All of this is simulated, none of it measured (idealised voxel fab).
process module | voxel quadruple lines
cross-section cut | 170 nm wide | cells 5 nm
A cross-section is a grid of square cells, given in bands from the top down. A band is one or more rows of cells.
Each band's line starts with the height of the band's top and of its bottom, in nm. Then come its materials from left to right, each with its width in nm. One material with "throughout" fills the band from edge to edge. "air" is empty space.
Height 0 is the level under which the wafer as received is all one material. The lowest band goes on downwards, as in "0 down".
A width such as "30 to 40" changes by the same amount from each row of cells to the next, from the band's top row to its bottom row.
"no change" after a step means that no cell of the cross-section changed.
closed voids: empty space of 8 cells or more with no open way to the top, each as width x height at its distance from the left edge, in nm
after a step's settings: what the simulator itself notes on the step
overlay nm, on a step with a mask: how far to the right of its planned place the mask lay; to the left if negative
plan
1 op RECEIVE | material Si
2 op CONFORMAL_DEP | material Al2O3 | thk nm 5
3 op DIRECTIONAL_DEP | material W | thk nm 10
4 op DIRECTIONAL_DEP | material polySi | thk nm 15
5 op DIRECTIONAL_DEP | material aC | thk nm 25
6 op PATTERN | tone cover | mask id MANDREL | material resist | width nm 30 | thk nm 35 | overlay nm 0
7 op DIRECTIONAL_ETCH | etch materials aC | depth nm 25
8 op STRIP | etch materials resist
9 op CONFORMAL_DEP | material SiO2 | thk nm 10
10 op DIRECTIONAL_ETCH | etch materials SiO2 | depth nm 10
11 op STRIP | etch materials aC
12 op DIRECTIONAL_ETCH | etch materials polySi | depth nm 15
13 op STRIP | etch materials SiO2
14 op CONFORMAL_DEP | material SiCN | thk nm 10
15 op DIRECTIONAL_ETCH | etch materials SiCN | depth nm 10
16 op STRIP | etch materials polySi
17 op DIRECTIONAL_ETCH | etch materials W | depth nm 10
18 op STRIP | etch materials SiCN
19 op FILL_DEP | material lowk | thk nm 10
20 op CMP | height nm 15
as received, after step 1
  0 down: Si throughout
  closed voids: none
first wafer at the end, as planned
  15 to 5: lowk 50 | W 10 | lowk 10 | W 10 | lowk 10 | W 10 | lowk 10 | W 10 | lowk 50
  5 to 0: Al2O3 throughout
  0 down: Si throughout
  closed voids: none
second wafer at the end: like start, like plan, one mistake
  15 to 10: lowk throughout
  10 to 0: lowk 50 | W 10 | lowk 10 | W 10 | lowk 10 | W 10 | lowk 10 | W 10 | lowk 50
  0 down: Si throughout
  closed voids: none
what went wrong: step 2 was left out
at the end the second wafer has, in cells: 34 fewer of Al2O3 | 34 more of lowk
